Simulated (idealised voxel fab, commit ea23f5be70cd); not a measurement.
process module | voxel local oxidation
cross-section cut | 280 nm wide | cells 5 nm
A cross-section is a grid of square cells, given in bands from the top down. A band is one or more rows of cells.
Each band's line starts with the height of the band's top and of its bottom, in nm. Then come its materials from left to right, each with its width in nm. One material with "throughout" fills the band from edge to edge. "air" is empty space.
Height 0 is the level under which the wafer as received is all one material. The lowest band goes on downwards, as in "0 down".
A width such as "30 to 40" changes by the same amount from each row of cells to the next, from the band's top row to its bottom row.
"no change" after a step means that no cell of the cross-section changed.
closed voids: empty space of 8 cells or more with no open way to the top, each as width x height at its distance from the left edge, in nm
after a step's settings: what the simulator itself notes on the step
overlay nm, on a step with a mask: how far to the right of its planned place the mask lay; to the left if negative
plan
1 op RECEIVE | material Si
2 op CONFORMAL_DEP | material SiO2 | thk nm 5
3 op CONFORMAL_DEP | material SiN | thk nm 15
4 op PATTERN | tone cover | mask id ACTIVE | material resist | width nm 95 | thk nm 15 | overlay nm 0
5 op DIRECTIONAL_ETCH | etch materials SiN | depth nm 15
6 op STRIP | etch materials resist
7 op SELECTIVE_ETCH | etch materials SiO2 | depth nm 5
8 op OXIDIZE | depth nm 15
9 op STRIP | etch materials SiN
first wafer, as planned
as received, after step 1
  0 down: Si throughout
  closed voids: none
after step 2
  5 to 0: SiO2 throughout
  below 0: unchanged
after step 3
  20 to 5: SiN throughout
  below 5: unchanged
after step 4
  35 to 20: air 90 | resist 95 | air 95
  below 20: unchanged
after step 5
  35 to 20: air 90 | resist 95 | air 95
  20 to 5: air 90 | SiN 95 | air 95
  below 5: unchanged
after step 6
  20 to 5: air 90 | SiN 95 | air 95
  below 5: unchanged
after step 7
  20 to 5: air 90 | SiN 95 | air 95
  5 to 0: air 95 | SiO2 85 | air 100
  below 0: unchanged
after step 8
  20 to 5: air 90 | SiN 95 | air 95
  5 to 0: air 95 | SiO2 85 | air 100
  0 to -15: SiO2 110 | Si 55 | SiO2 115
  below -15: unchanged
after step 9
  5 to 0: air 95 | SiO2 85 | air 100
  below 0: unchanged
second wafer: like start, like plan, one mistake. Through step 3 it matches the first wafer
when step 4 should have ended
  35 to 20: resist 90 | air 95 | resist 95
  below 20: unchanged
when step 5 should have ended
  35 to 20: resist 90 | air 95 | resist 95
  20 to 5: SiN 90 | air 95 | SiN 95
  below 5: unchanged
when step 6 should have ended
  20 to 5: SiN 90 | air 95 | SiN 95
  below 5: unchanged
when step 7 should have ended
  20 to 5: SiN 90 | air 95 | SiN 95
  5 to 0: SiO2 85 | air 105 | SiO2 90
  below 0: unchanged
when step 8 should have ended
  20 to 5: SiN 90 | air 95 | SiN 95
  5 to 0: SiO2 85 | air 105 | SiO2 90
  0 to -15: Si 70 | SiO2 135 | Si 75
  below -15: unchanged
when step 9 should have ended
  5 to 0: SiO2 85 | air 105 | SiO2 90
  below 0: unchanged
what went wrong: step 4 ran as: op PATTERN | tone open | mask id ACTIVE | material resist | width nm 95 | thk nm 15 | overlay nm 0
at the end the second wafer has, in cells: 54 more of Si | 36 fewer of SiO2
